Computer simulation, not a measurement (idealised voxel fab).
This section sets out a process module, namely voxel ribs on slabs.
It is cross-section cut that appears here, measuring 190 nm in width, its square cells being 5 nm in size.
Heads up, the way a cross-section reads in here is a grid of square cells, handed over as bands from the top down, with every band being one or more rows of cells. Look at the band entry: it leads with the top's height and the bottom's height in nm. Then it lists the materials left to right, with a width in nm for each. The word "everywhere" on a single material says that material fills the band edge to edge. The word "air" is empty space. Heads up on the height convention: 0 is the point under which the incoming wafer is all one material, and the lowest band has no bottom, it just keeps going down, like "z 0 and below". A width given as "30..40" starts at the first number in the band's top row and ends at the second number in its bottom row, shifting by an equal amount at every step from row to row. Where the words "remains unaltered" appear for a step, the cross-section shows no cell changed by that step; every cell remained as before. So "Unvented voids" is basically the list of trapped voids: any empty space of 8 cells or more that can't reach the top through an opening. They're written width x height at distance, the distance being from the left edge, and it's all nm. The remark found on a step's line after its settings is issued by the simulator itself and pertains to that step. What "overlay nm" on a step's line means: if the step has a mask, that mask lay this far to the right of its planned place, or, when the value is negative, to the left.

-- Listed below are the process steps as planned
| 1 | RECEIVE: material Si |
| 2 | DIRECTIONAL_DEP: material SiO2, thk nm 20 |
| 3 | DIRECTIONAL_DEP: material SiN, thk nm 25 |
| 4 | PATTERN: tone cover, mask id RIB, material resist, width nm 20, thk nm 15, overlay nm 0 |
| 5 | DIRECTIONAL_ETCH: etch materials SiN, depth nm 10 |
| 6 | STRIP: etch materials resist |
| 7 | PATTERN: tone cover, mask id SLAB, material resist, width nm 70, thk nm 20, overlay nm 0 |
| 8 | DIRECTIONAL_ETCH: etch materials SiN, depth nm 15 |
| 9 | STRIP: etch materials resist |
| 10 | FILL_DEP: material SiO2, thk nm 25 |
| 11 | CMP: height nm 60 |
| 12 | DIRECTIONAL_DEP: material TiN, thk nm 5 |
| 13 | DIRECTIONAL_DEP: material aC, thk nm 15 |
| 14 | PATTERN: tone cover, mask id HEATER, material resist, width nm 30, thk nm 30, overlay nm 0 |
| 15 | DIRECTIONAL_ETCH: etch materials aC, depth nm 15 |
| 16 | STRIP: etch materials resist |
| 17 | DIRECTIONAL_ETCH: etch materials TiN, depth nm 5 |
| 18 | STRIP: etch materials aC |
| 19 | CONFORMAL_DEP: material SiO2, thk nm 10 |

-- Account of the first of two wafers, which was processed as intended

-- The cross-section here shows the wafer as received, i.e. in its state after step 1
> z 0 and below: Si everywhere
> Unvented voids: none

-- Wafer after step 2 (cross-section)
> z 20 to 0: SiO2 everywhere
> Everything under 0 stays put, no change at all.

-- Wafer after step 3 (cross-section)
> z 45 to 20: SiN everywhere
> Everything under 20 stays put, no change at all.

-- Wafer after step 4 (cross-section)
> z 60 to 45: 85 air | 20 resist | 85 air
> Everything under 45 stays put, no change at all.

-- Wafer after step 5 (cross-section)
> z 60 to 45: 85 air | 20 resist | 85 air
> z 45 to 35: 85 air | 20 SiN | 85 air
> Everything under 35 stays put, no change at all.

-- Wafer after step 6 (cross-section)
> z 45 to 35: 85 air | 20 SiN | 85 air
> Everything under 35 stays put, no change at all.

-- Wafer after step 7 (cross-section)
> z 65 to 45: 60 air | 70 resist | 60 air
> z 45 to 35: 60 air | 25 resist | 20 SiN | 25 resist | 60 air
> Everything under 35 stays put, no change at all.

-- Wafer after step 8 (cross-section)
> z 65 to 45: 60 air | 70 resist | 60 air
> z 45 to 35: 60 air | 25 resist | 20 SiN | 25 resist | 60 air
> z 35 to 20: 60 air | 70 SiN | 60 air
> Everything under 20 stays put, no change at all.

-- Wafer after step 9 (cross-section)
> z 45 to 35: 85 air | 20 SiN | 85 air
> Everything under 35 stays put, no change at all.

-- Wafer after step 10 (cross-section)
> z 70 to 45: SiO2 everywhere
> z 45 to 35: 85 SiO2 | 20 SiN | 85 SiO2
> z 35 to 20: 60 SiO2 | 70 SiN | 60 SiO2
> Everything under 20 stays put, no change at all.

-- Wafer after step 11 (cross-section)
> z 60 to 45: SiO2 everywhere
> Everything under 45 stays put, no change at all.

-- Wafer after step 12 (cross-section)
> z 65 to 60: TiN everywhere
> Everything under 60 stays put, no change at all.

-- Wafer after step 13 (cross-section)
> z 80 to 65: aC everywhere
> Everything under 65 stays put, no change at all.

-- Wafer after step 14 (cross-section)
> z 110 to 80: 80 air | 30 resist | 80 air
> Everything under 80 stays put, no change at all.

-- Wafer after step 15 (cross-section)
> z 95 to 80: 80 air | 30 resist | 80 air
> z 80 to 65: 80 air | 30 aC | 80 air
> Everything under 65 stays put, no change at all.

-- Wafer after step 16 (cross-section)
> z 80 to 65: 80 air | 30 aC | 80 air
> Everything under 65 stays put, no change at all.

-- Wafer after step 17 (cross-section)
> z 80 to 65: 80 air | 30 aC | 80 air
> z 65 to 60: 80 air | 30 TiN | 80 air
> Everything under 60 stays put, no change at all.

-- Wafer after step 18 (cross-section)
> z 65 to 60: 80 air | 30 TiN | 80 air
> Everything under 60 stays put, no change at all.

-- Wafer after step 19 (cross-section)
> z 75 to 70: 70 air | 50 SiO2 | 70 air
> z 70 to 65: SiO2 everywhere
> z 65 to 60: 80 SiO2 | 30 TiN | 80 SiO2
> Everything under 60 stays put, no change at all.

-- Wafer two. Identical start, identical plan. One mistake in execution. Identical history through step 1

-- Cross-section of the second wafer when, according to plan, step 2 should have finished
> z 10 to 0: SiO2 everywhere
> Everything under 0 stays put, no change at all.

-- Cross-section of the second wafer when, according to plan, step 3 should have finished
> z 35 to 10: SiN everywhere
> Everything under 10 stays put, no change at all.

-- Cross-section of the second wafer when, according to plan, step 4 should have finished
> z 50 to 35: 85 air | 20 resist | 85 air
> Everything under 35 stays put, no change at all.

-- Cross-section of the second wafer when, according to plan, step 5 should have finished
> z 50 to 35: 85 air | 20 resist | 85 air
> z 35 to 25: 85 air | 20 SiN | 85 air
> Everything under 25 stays put, no change at all.

-- Cross-section of the second wafer when, according to plan, step 6 should have finished
> z 35 to 25: 85 air | 20 SiN | 85 air
> Everything under 25 stays put, no change at all.

-- Cross-section of the second wafer when, according to plan, step 7 should have finished
> z 55 to 35: 60 air | 70 resist | 60 air
> z 35 to 25: 60 air | 25 resist | 20 SiN | 25 resist | 60 air
> Everything under 25 stays put, no change at all.

-- Cross-section of the second wafer when, according to plan, step 8 should have finished
> z 55 to 35: 60 air | 70 resist | 60 air
> z 35 to 25: 60 air | 25 resist | 20 SiN | 25 resist | 60 air
> z 25 to 10: 60 air | 70 SiN | 60 air
> Everything under 10 stays put, no change at all.

-- Cross-section of the second wafer when, according to plan, step 9 should have finished
> z 35 to 25: 85 air | 20 SiN | 85 air
> Everything under 25 stays put, no change at all.

-- Cross-section of the second wafer when, according to plan, step 10 should have finished
> z 60 to 35: SiO2 everywhere
> z 35 to 25: 85 SiO2 | 20 SiN | 85 SiO2
> z 25 to 10: 60 SiO2 | 70 SiN | 60 SiO2
> Everything under 10 stays put, no change at all.

Cross-section of the second wafer when, according to plan, step 11 should have finished: remains unaltered

-- Cross-section of the second wafer when, according to plan, step 12 should have finished
> z 65 to 60: TiN everywhere
> Everything under 60 stays put, no change at all.

-- Cross-section of the second wafer when, according to plan, step 13 should have finished
> z 80 to 65: aC everywhere
> Everything under 65 stays put, no change at all.

-- Cross-section of the second wafer when, according to plan, step 14 should have finished
> z 110 to 80: 80 air | 30 resist | 80 air
> Everything under 80 stays put, no change at all.

-- Cross-section of the second wafer when, according to plan, step 15 should have finished
> z 95 to 80: 80 air | 30 resist | 80 air
> z 80 to 65: 80 air | 30 aC | 80 air
> Everything under 65 stays put, no change at all.

-- Cross-section of the second wafer when, according to plan, step 16 should have finished
> z 80 to 65: 80 air | 30 aC | 80 air
> Everything under 65 stays put, no change at all.

-- Cross-section of the second wafer when, according to plan, step 17 should have finished
> z 80 to 65: 80 air | 30 aC | 80 air
> z 65 to 60: 80 air | 30 TiN | 80 air
> Everything under 60 stays put, no change at all.

-- Cross-section of the second wafer when, according to plan, step 18 should have finished
> z 65 to 60: 80 air | 30 TiN | 80 air
> Everything under 60 stays put, no change at all.

-- Cross-section of the second wafer when, according to plan, step 19 should have finished
> z 75 to 70: 70 air | 50 SiO2 | 70 air
> z 70 to 65: SiO2 everywhere
> z 65 to 60: 80 SiO2 | 30 TiN | 80 SiO2
> Everything under 60 stays put, no change at all.
What was the processing mistake? step 2 ran differently from the plan; actual operation with settings: DIRECTIONAL_DEP: material SiO2, thk nm 10
At the close, every material occupies the same number of cells on the second wafer as on the first, only in different positions.
